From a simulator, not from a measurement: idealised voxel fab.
process module | voxel self aligned vias
cross-section cut | 225 nm wide | cells 5 nm
A cross-section is a grid of square cells, given in bands from the top down. A band is one or more rows of cells.
Each band's line starts with the height of the band's top and of its bottom, in nm. Then come its materials from left to right, each with its width in nm. One material with "throughout" fills the band from edge to edge. "air" is empty space.
Height 0 is the level under which the wafer as received is all one material. The lowest band goes on downwards, as in "0 down".
A width such as "30 to 40" changes by the same amount from each row of cells to the next, from the band's top row to its bottom row.
"no change" after a step means that no cell of the cross-section changed.
closed voids: empty space of 8 cells or more with no open way to the top, each as width x height at its distance from the left edge, in nm
after a step's settings: what the simulator itself notes on the step
overlay nm, on a step with a mask: how far to the right of its planned place the mask lay; to the left if negative
plan
1 op RECEIVE | material Si
2 op CONFORMAL_DEP | material SiO2 | thk nm 10
3 op CONFORMAL_DEP | material SiCN | thk nm 5
4 op DIRECTIONAL_DEP | material SiO2 | thk nm 20
5 op MASKED_ETCH | tone open | mask id LINES | width nm 30 | pitch nm 70 | etch materials SiO2 | depth nm 20 | overlay nm 0
6 op CONFORMAL_DEP | material TiN | thk nm 5
7 op FILL_DEP | material W | thk nm 5
8 op CMP | height nm 35
9 op SELECTIVE_ETCH | etch materials W Ru TiN | depth nm 10
10 op FILL_DEP | material SiN | thk nm 5
11 op CMP | height nm 35
12 op DIRECTIONAL_DEP | material SiO2 | thk nm 20
13 op DIRECTIONAL_DEP | material aC | thk nm 10
14 op PATTERN | tone open | mask id VIAS | material resist | width nm 40 | pitch nm 140 | thk nm 25 | overlay nm 0
15 op DIRECTIONAL_ETCH | etch materials aC | depth nm 10
16 op STRIP | etch materials resist
17 op DIRECTIONAL_ETCH | etch materials SiO2 | depth nm 20
18 op DIRECTIONAL_ETCH | etch materials SiN | depth nm 10
19 op STRIP | etch materials aC
20 op CONFORMAL_DEP | material TiN | thk nm 5
21 op FILL_DEP | material Ru | thk nm 5
22 op CMP | height nm 55
23 op CONFORMAL_DEP | material SiCN | thk nm 5
as received, after step 1
  0 down: Si throughout
  closed voids: none
a wafer at the end: this start, this plan, one mistake
  60 to 55: SiCN throughout
  55 to 40: SiO2 20 | TiN 5 | Ru 30 | TiN 5 | SiO2 100 | TiN 5 | Ru 30 | TiN 5 | SiO2 25
  40 to 35: SiO2 20 | TiN 40 | SiO2 100 | TiN 40 | SiO2 25
  35 to 25: SiN 20 | TiN 5 | SiO2 30 | TiN 5 | SiN 35 | SiO2 30 | SiN 35 | TiN 5 | SiO2 30 | TiN 5 | SiN 25
  25 to 20: W 20 | TiN 5 | SiO2 30 | TiN 5 | W 30 | TiN 5 | SiO2 30 | TiN 5 | W 30 | TiN 5 | SiO2 30 | TiN 5 | W 25
  20 to 15: TiN 25 | SiO2 30 | TiN 40 | SiO2 30 | TiN 40 | SiO2 30 | TiN 30
  15 to 10: SiCN throughout
  10 to 0: SiO2 throughout
  0 down: Si throughout
  closed voids: none
what went wrong: step 5 ran as: op MASKED_ETCH | tone cover | mask id LINES | width nm 30 | pitch nm 70 | etch materials SiO2 | depth nm 20 | overlay nm 0
